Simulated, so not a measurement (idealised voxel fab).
Process module, titled voxel capacitor over wiring
Cross-section cut: width 200 nm, square cells of 5 nm.
Notation: cross-section as square-cell grid; stated in bands, top first, going down; one or more cell rows per band.
Quick guide to a band line: top height, bottom height (nm) up front; then every material left to right with its width in nm. Only one material and it's marked "everywhere"? Then it fills the band edge to edge. And "air" just means empty space.
Note: height 0 marks the level under which the wafer is uniformly one material as received. Lowest band unbounded below, written "0 and below".
Top row gets the first number, bottom row gets the second, and each row in between changes by the same step: that is how a band width like "30..40" works.
Basically "same as before" means that step didn't change any cell in the cross-section.
"Enclosed internal voids" enumerates empty spaces isolated from the top, with no open way to it, that contain at least 8 cells, giving each as width x height at distance from the left edge, all three in nm.
Note: text after step settings on the step line = simulator remark on that step.
overlay nm: where the mask lay relative to plan, measured to the right, on steps with a mask; negatives go left.

List of planned process steps
| 1 | RECEIVE (material Si) |
| 2 | CONFORMAL_DEP (material SiO2; thk nm 15) |
| 3 | DIRECTIONAL_DEP (material TiN; thk nm 5) |
| 4 | DIRECTIONAL_DEP (material Ru; thk nm 25) |
| 5 | PATTERN (tone cover; mask id METAL_1; material resist; width nm 25; pitch nm 85; thk nm 20; overlay nm 0) |
| 6 | DIRECTIONAL_ETCH (etch materials Ru; depth nm 25) |
| 7 | DIRECTIONAL_ETCH (etch materials TiN; depth nm 5) |
| 8 | STRIP (etch materials resist) |
| 9 | FILL_DEP (material SiO2; thk nm 10) |
| 10 | CMP (height nm 45) |
| 11 | CONFORMAL_DEP (material SiCN; thk nm 5) |
| 12 | DIRECTIONAL_DEP (material lowk; thk nm 20) |
| 13 | MASKED_ETCH (tone open; mask id PLUG_1; width nm 15; etch materials lowk; depth nm 20; overlay nm 0) |
| 14 | MASKED_ETCH (tone open; mask id PLUG_1; width nm 15; etch materials SiCN; depth nm 5; overlay nm 0) |
| 15 | EPI (material Ru; thk nm 10) |
| 16 | EPI (material Ru; thk nm 10) |
| 17 | EPI (material Ru; thk nm 5) |
| 18 | DIRECTIONAL_DEP (material TiN; thk nm 10) |
| 19 | DIRECTIONAL_DEP (material HfO2; thk nm 5) |
| 20 | DIRECTIONAL_DEP (material TiN; thk nm 10) |
| 21 | DIRECTIONAL_DEP (material aC; thk nm 10) |
| 22 | PATTERN (tone cover; mask id UPPER_PLATE; material resist; width nm 65; thk nm 30; overlay nm 0) |
| 23 | DIRECTIONAL_ETCH (etch materials aC; depth nm 10) |
| 24 | STRIP (etch materials resist) |
| 25 | DIRECTIONAL_ETCH (etch materials TiN; depth nm 10) |
| 26 | DIRECTIONAL_ETCH (etch materials HfO2; depth nm 5) |
| 27 | STRIP (etch materials aC) |
| 28 | DIRECTIONAL_DEP (material aC; thk nm 15) |
| 29 | PATTERN (tone cover; mask id LOWER_PLATE; material resist; width nm 75; thk nm 35; overlay nm 0) |
| 30 | DIRECTIONAL_ETCH (etch materials aC; depth nm 15) |
| 31 | STRIP (etch materials resist) |
| 32 | DIRECTIONAL_ETCH (etch materials TiN; depth nm 10) |
| 33 | STRIP (etch materials aC) |
| 34 | FILL_DEP (material SiO2; thk nm 20) |
| 35 | CMP (height nm 110) |
| 36 | PATTERN (tone open; mask id PLUG_2; material resist; width nm 15; thk nm 15; overlay nm 0) |
| 37 | DIRECTIONAL_ETCH (etch materials SiO2; depth nm 15) |
| 38 | STRIP (etch materials resist) |
| 39 | CONFORMAL_DEP (material TiN; thk nm 5) |
| 40 | FILL_DEP (material Ru; thk nm 10) |
| 41 | CMP (height nm 110) |
| 42 | CONFORMAL_DEP (material SiN; thk nm 5) |

Cross-section of the wafer as it came to us, i.e., already through step 1
    0 and below: Si everywhere
    Enclosed internal voids: none

Post-module cross-section of the first of two wafers (run per plan)
    115 down to 110: SiN everywhere
    110 down to 100: SiO2 65 nm  TiN 5 nm  Ru 5 nm  TiN 5 nm  SiO2 120 nm
    100 down to 95: SiO2 65 nm  TiN 15 nm  SiO2 120 nm
    95 down to 85: SiO2 55 nm  TiN 65 nm  SiO2 80 nm
    85 down to 80: SiO2 55 nm  HfO2 65 nm  SiO2 80 nm
    80 down to 70: SiO2 50 nm  TiN 75 nm  SiO2 75 nm
    70 down to 50: lowk 55 nm  Ru 15 nm  lowk 130 nm
    50 down to 45: SiCN 55 nm  Ru 15 nm  SiCN 130 nm
    45 down to 20: SiO2 45 nm  Ru 25 nm  SiO2 60 nm  Ru 25 nm  SiO2 45 nm
    20 down to 15: SiO2 45 nm  TiN 25 nm  SiO2 60 nm  TiN 25 nm  SiO2 45 nm
    15 down to 0: SiO2 everywhere
    0 and below: Si everywhere
    Enclosed internal voids: none

Cross-section, wafer two of two, end of module: same start and plan as wafer one, one error in execution
    115 down to 110: SiN everywhere
    110 down to 105: SiO2 55 nm  HfO2 65 nm  SiO2 80 nm
    105 down to 95: SiO2 50 nm  TiN 75 nm  SiO2 75 nm
    95 down to 70: Ru everywhere
    70 down to 50: TiN everywhere
    50 down to 45: SiCN everywhere
    45 down to 20: SiO2 45 nm  Ru 25 nm  SiO2 60 nm  Ru 25 nm  SiO2 45 nm
    20 down to 15: SiO2 45 nm  TiN 25 nm  SiO2 60 nm  TiN 25 nm  SiO2 45 nm
    15 down to 0: SiO2 everywhere
    0 and below: Si everywhere
    Enclosed internal voids: none
what went wrong: rather than as planned, step 12 actually ran as DIRECTIONAL_DEP (material TiN; thk nm 20)
The second wafer ends with more or fewer cells of some materials than the first, per final count: Ru +183 | SiCN +3 | SiO2 -165 | TiN +127 | lowk -148
